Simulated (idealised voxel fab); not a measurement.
The process module that follows is named voxel air gaps.
The width of the displayed cross-section, cut, is 280 nm; its cells are square, with a size of 5 nm.
Heads up, the way a cross-section reads in here is a grid of square cells, handed over as bands from the top down, with every band being one or more rows of cells. Band: top and bottom heights (nm) first, top before bottom; then materials from left to right, widths in nm. "all across" marks a sole material filling the band edge to edge. "blank" denotes empty space. Zero point of the height axis is 0; under it, received wafer = one material. Lowest band: continues down indefinitely, "0..down". Quick explanation for "30..40": the width changes in equal steps down the rows of cells, from the first number in the band's top row to the second number in its bottom row. Step note "no change occurred" = no cross-section cell changed. Reported under the label "Trapped cavities" are the empty spaces having no open way to the top and comprising 8 cells or more; the notation for each is width x height at distance, in which the distance is measured from the left edge and all three values are in nm. Past the settings on a step's line: simulator remark, on that step. On any step carrying a mask, the "overlay nm" setting, if present on the step's line, tells how far right of its planned place the mask lay; negative values point to the left.
[Steps in the process plan]
1 RECEIVE [material Si]
2 CONFORMAL_DEP [material SiO2] [thk nm 15]
3 CONFORMAL_DEP [material SiCN] [thk nm 5]
4 DIRECTIONAL_DEP [material lowk] [thk nm 30]
5 DIRECTIONAL_DEP [material aC] [thk nm 15]
6 PATTERN [tone open] [mask id LINES] [material resist] [width nm 20] [pitch nm 50] [thk nm 30] [overlay nm 0]
7 DIRECTIONAL_ETCH [etch materials aC] [depth nm 15]
8 STRIP [etch materials resist]
9 DIRECTIONAL_ETCH [etch materials lowk] [depth nm 30]
10 STRIP [etch materials aC]
11 CONFORMAL_DEP [material TiN] [thk nm 5]
12 FILL_DEP [material Cu] [thk nm 5]
13 CMP [height nm 50]
14 EPI [material Ru] [thk nm 10]
15 SELECTIVE_ETCH [etch materials lowk] [depth nm 40]
16 CONFORMAL_DEP [material SiCN] [thk nm 5]
[Wafer at receipt (post step 1), cross-section]
- 0..down = Si all across
- Trapped cavities: none
[Cross-section at module end, one run error; start and plan unchanged from above]
- 65..60 = SiCN all across
- 60..50 = Ru all across
- 50..45 = 60 nm TiN; 10 nm Cu; 40 nm TiN; 10 nm Cu; 40 nm TiN; 10 nm Cu; 40 nm TiN; 10 nm Cu; 60 nm TiN
- 45..25 = 55 nm lowk; 5 nm TiN; 10 nm Cu; 5 nm TiN; 30 nm lowk; 5 nm TiN; 10 nm Cu; 5 nm TiN; 30 nm lowk; 5 nm TiN; 10 nm Cu; 5 nm TiN; 30 nm lowk; 5 nm TiN; 10 nm Cu; 5 nm TiN; 55 nm lowk
- 25..20 = 55 nm lowk; 20 nm TiN; 30 nm lowk; 20 nm TiN; 30 nm lowk; 20 nm TiN; 30 nm lowk; 20 nm TiN; 55 nm lowk
- 20..15 = SiCN all across
- 15..0 = SiO2 all across
- 0..down = Si all across
- Trapped cavities: none
Which mistake was made when the wafer was run? heads up, step 4 didn't go per plan, it actually ran as DIRECTIONAL_DEP [material lowk] [thk nm 25]
